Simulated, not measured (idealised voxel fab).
Proc. module: voxel capacitor over wiring
Cross-sectional view cut (width: 265 nm; square cell size: 5 nm).
Square cells in a grid make up a cross-section in this document, and the grid is given as bands, listed from the top down, each one or more rows of cells.
Read a band's entry like this: the first values are the height of its top and the height of its bottom in nm, and what follows is the sequence of materials from left to right, each with its width in nm. Note that "air" is empty space, and that a single material marked "throughout" reaches across the band from edge to edge.
Height 0 is the level under which the wafer as received is all one material. The lowest band goes on downwards, as in "0..down".
A width given as "30->40" starts at the first number in the band's top row and ends at the second number in its bottom row, shifting by an equal amount at every step from row to row.
Basically "remains unaltered" means that step didn't change any cell in the cross-section.
"Enclosed void list" means: voids of 8 cells or more that are shut off from the top with no open way through. Written width x height at distance, distance from the left edge, in nm.
Where a step's line continues beyond its settings, the continuation is a remark by the simulator itself on that step.
"overlay nm", when on a step's line for a step with a mask, measures how far to the right of its planned place the mask lay; a negative measure means to the left.
### List of planned process steps
| 1 | RECEIVE with material Si |
| 2 | CONFORMAL_DEP with material SiO2, thk nm 10 |
| 3 | CONFORMAL_DEP with material SiN, thk nm 5 |
| 4 | DIRECTIONAL_DEP with material lowk, thk nm 15 |
| 5 | DIRECTIONAL_DEP with material aC, thk nm 10 |
| 6 | PATTERN with tone open, mask id METAL_1, material resist, width nm 30, pitch nm 100, thk nm 25, overlay nm 0 |
| 7 | DIRECTIONAL_ETCH with etch materials aC, depth nm 10 |
| 8 | STRIP with etch materials resist |
| 9 | DIRECTIONAL_ETCH with etch materials lowk, depth nm 15 |
| 10 | DIRECTIONAL_ETCH with etch materials SiN, depth nm 5 |
| 11 | STRIP with etch materials aC |
| 12 | CONFORMAL_DEP with material TiN, thk nm 5 |
| 13 | FILL_DEP with material Cu, thk nm 10 |
| 14 | CMP with height nm 30 |
| 15 | EPI with material Ru, thk nm 5 |
| 16 | FILL_DEP with material SiCN, thk nm 5 |
| 17 | DIRECTIONAL_DEP with material lowk, thk nm 20 |
| 18 | MASKED_ETCH with tone open, mask id PLUG_1, width nm 15, etch materials lowk, depth nm 20, overlay nm 0 |
| 19 | MASKED_ETCH with tone open, mask id PLUG_1, width nm 15, etch materials SiCN, depth nm 5, overlay nm 0 |
| 20 | EPI with material Ru, thk nm 10 |
| 21 | EPI with material Ru, thk nm 10 |
| 22 | EPI with material Ru, thk nm 5 |
| 23 | DIRECTIONAL_DEP with material TiN, thk nm 10 |
| 24 | DIRECTIONAL_DEP with material Al2O3, thk nm 5 |
| 25 | DIRECTIONAL_DEP with material TiN, thk nm 5 |
| 26 | PATTERN with tone cover, mask id UPPER_PLATE, material resist, width nm 75, thk nm 15, overlay nm 0 |
| 27 | DIRECTIONAL_ETCH with etch materials TiN, depth nm 5 |
| 28 | DIRECTIONAL_ETCH with etch materials Al2O3, depth nm 5 |
| 29 | STRIP with etch materials resist |
| 30 | MASKED_ETCH with tone cover, mask id LOWER_PLATE, width nm 85, etch materials TiN, depth nm 10, overlay nm 0 |
| 31 | FILL_DEP with material SiO2, thk nm 15 |
| 32 | CMP with height nm 90 |
| 33 | DIRECTIONAL_DEP with material aC, thk nm 15 |
| 34 | PATTERN with tone open, mask id PLUG_2, material resist, width nm 15, thk nm 35, overlay nm 0 |
| 35 | DIRECTIONAL_ETCH with etch materials aC, depth nm 15 |
| 36 | STRIP with etch materials resist |
| 37 | DIRECTIONAL_ETCH with etch materials SiO2, depth nm 10 |
| 38 | STRIP with etch materials aC |
| 39 | CONFORMAL_DEP with material TiN, thk nm 5 |
| 40 | FILL_DEP with material Ru, thk nm 10 |
| 41 | CMP with height nm 90 |
| 42 | CONFORMAL_DEP with material SiCN, thk nm 5 |
### as received, after step 1
  0..down: Si throughout
  Enclosed void list: none
### The following cross-section depicts the wafer upon conclusion of the module. Processing commenced from the starting condition illustrated above and adhered to the plan illustrated above, save for one mistake in execution
  95..90: SiCN throughout
  90..85: 90 SiO2, then 5 TiN, then 5 lowk, then 5 TiN, then 160 SiO2
  85..75: 90->80 SiO2, then 15->75 TiN, then 160->110 SiO2
  75..70: 80 SiO2, then 75 Al2O3, then 110 SiO2
  70..60: 75 SiO2, then 85 TiN, then 105 SiO2
  60..40: 80 lowk, then 15 Ru, then 170 lowk
  40..35: 80 SiCN, then 15 Ru, then 170 SiCN
  35..30: 60 SiCN, then 40 Ru, then 60 SiCN, then 40 Ru, then 65 SiCN
  30..15: 65 lowk, then 5 TiN, then 20 Cu, then 5 TiN, then 70 lowk, then 5 TiN, then 20 Cu, then 5 TiN, then 70 lowk
  15..10: 65 SiN, then 30 TiN, then 70 SiN, then 30 TiN, then 70 SiN
  10..0: SiO2 throughout
  0..down: Si throughout
  Enclosed void list: none
It is concluded that the wafer was processed incorrectly with respect to the plan, in that step 40 ran with different settings than intended, the actual operation and settings being FILL_DEP with material lowk, thk nm 10
